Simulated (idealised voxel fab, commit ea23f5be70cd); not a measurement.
Module name: voxel quadruple lines (process module)
Cross-sectional view cut (width: 190 nm; square cell size: 5 nm).
When this document writes out a cross-section, it uses a grid of square cells and lists it as bands, beginning at the top and moving down, with a band standing for one or more rows of cells.
What a band's entry tells you: where the top is and where the bottom is, as heights in nm, and after that what lies inside, material by material from left to right, each with its width in nm. Empty space is written as the word "air", and a single material marked with the word "throughout" occupies the band from edge to edge.
Zero point of the height axis is 0; under it, received wafer = one material. Lowest band: continues down indefinitely, "top 0, no bottom".
Width: "30->40" (first number = top row, second number = bottom row, same change from row to row of cells).
What does "nothing altered" mean for a step? It means no cell of the cross-section changed in that step.
Closed empty spaces (no open way to the top) of 8 cells or more are what "Enclosed empty spaces" lists, each as width x height at distance from the left edge, nm for all three.
Heads up: the bit after the settings on a step's line is the simulator's remark on that step.
"overlay nm" on a masked step: distance the mask lay right of its planned place, negative for left.
**The planned process steps are enumerated hereunder**
step 1: RECEIVE | material Si
step 2: CONFORMAL_DEP | material SiO2 | thk nm 10
step 3: DIRECTIONAL_DEP | material W | thk nm 15
step 4: DIRECTIONAL_DEP | material polySi | thk nm 15
step 5: DIRECTIONAL_DEP | material aC | thk nm 25
step 6: PATTERN | tone cover | mask id MANDREL | material resist | width nm 20 | pitch nm 60 | thk nm 30 | overlay nm 0
step 7: DIRECTIONAL_ETCH | etch materials aC | depth nm 25
step 8: STRIP | etch materials resist
step 9: CONFORMAL_DEP | material SiO2 | thk nm 10
step 10: DIRECTIONAL_ETCH | etch materials SiO2 | depth nm 10
step 11: STRIP | etch materials aC
step 12: DIRECTIONAL_ETCH | etch materials polySi | depth nm 15
step 13: STRIP | etch materials SiO2
step 14: CONFORMAL_DEP | material SiCN | thk nm 5
step 15: DIRECTIONAL_ETCH | etch materials SiCN | depth nm 5
step 16: STRIP | etch materials polySi
step 17: DIRECTIONAL_ETCH | etch materials W | depth nm 15
step 18: STRIP | etch materials SiCN
**Incoming wafer, cross-sectional view, post step 1**
top 0, no bottom | Si throughout
Enclosed empty spaces: none
**One mistake in running the module, otherwise start and plan as above: cross-section at the end**
top 25, bottom 10 | air (50) | W (5) | air (10) | W (5) | air (10) | W (5) | air (10) | W (5) | air (10) | W (5) | air (10) | W (5) | air (10) | W (5) | air (10) | W (5) | air (30)
top 10, bottom 0 | SiO2 throughout
top 0, no bottom | Si throughout
Enclosed empty spaces: none
Run error: step 6 went in with a setting other than planned; the actual run was PATTERN | tone cover | mask id MANDREL | material resist | width nm 20 | pitch nm 60 | thk nm 30 | overlay nm 10
